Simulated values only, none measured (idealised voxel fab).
Herein follows the process module entitled voxel spacer lines.
Cross-section cut spans 185 nm and uses square cells 5 nm in size.
This document writes a cross-section as a grid whose cells are square, and gives it as bands, listed from the top down; one or more rows of cells form a band. Band: top height; bottom height; in nm. Then, left to right: material with width in nm, for each material. "throughout": a single material spanning edge to edge. "empty": empty space. Zero point of the height axis is 0; under it, received wafer = one material. Lowest band: continues down indefinitely, "0 and below". When a width is written as two numbers, as in "30 to 40", the first number is the width in the top row of cells of the band and the second is the width in its bottom row, and the width changes by the same amount from each row to the next. Step note "no alterations made" = no cross-section cell changed. Closed-off voids of 8+ cells (no open route to the top) go in "Enclosed cavities", written width x height at distance from the left edge, in nm. after a step's settings: what the simulator itself notes on the step. The "overlay nm" setting may appear on a step's line; for a step that uses a mask, it gives how far to the right of its planned position the mask lay, and a negative value indicates the left.

Intended process steps:
step 1: RECEIVE,material Si
step 2: CONFORMAL_DEP,material Al2O3,thk nm 10
step 3: DIRECTIONAL_DEP,material W,thk nm 15
step 4: DIRECTIONAL_DEP,material aC,thk nm 20
step 5: PATTERN,tone cover,mask id MANDREL,material resist,width nm 15,pitch nm 50,thk nm 30,overlay nm 0
step 6: DIRECTIONAL_ETCH,etch materials aC,depth nm 20
step 7: STRIP,etch materials resist
step 8: CONFORMAL_DEP,material SiN,thk nm 10
step 9: DIRECTIONAL_ETCH,etch materials SiN,depth nm 10
step 10: STRIP,etch materials aC
step 11: DIRECTIONAL_ETCH,etch materials W,depth nm 15
step 12: STRIP,etch materials SiN
step 13: FILL_DEP,material SiO2,thk nm 10
step 14: CMP,height nm 25

Wafer cross-section on receipt, i.e. after step 1:
0 and below | Si throughout
Enclosed cavities: none

Same starting wafer, same plan as above, one mistake in the execution; this is the cross-section at the end of the module:
25 down to 10 | 30 nm SiO2, then 10 nm W, then 15 nm SiO2, then 10 nm W, then 15 nm SiO2, then 10 nm W, then 15 nm SiO2, then 10 nm W, then 15 nm SiO2, then 10 nm W, then 15 nm SiO2, then 10 nm W, then 20 nm SiO2
10 down to 0 | Al2O3 throughout
0 and below | Si throughout
Enclosed cavities: none
The plan and the run diverged here: step 5 did not use the planned setting and instead ran as PATTERN,tone cover,mask id MANDREL,material resist,width nm 15,pitch nm 50,thk nm 30,overlay nm 5
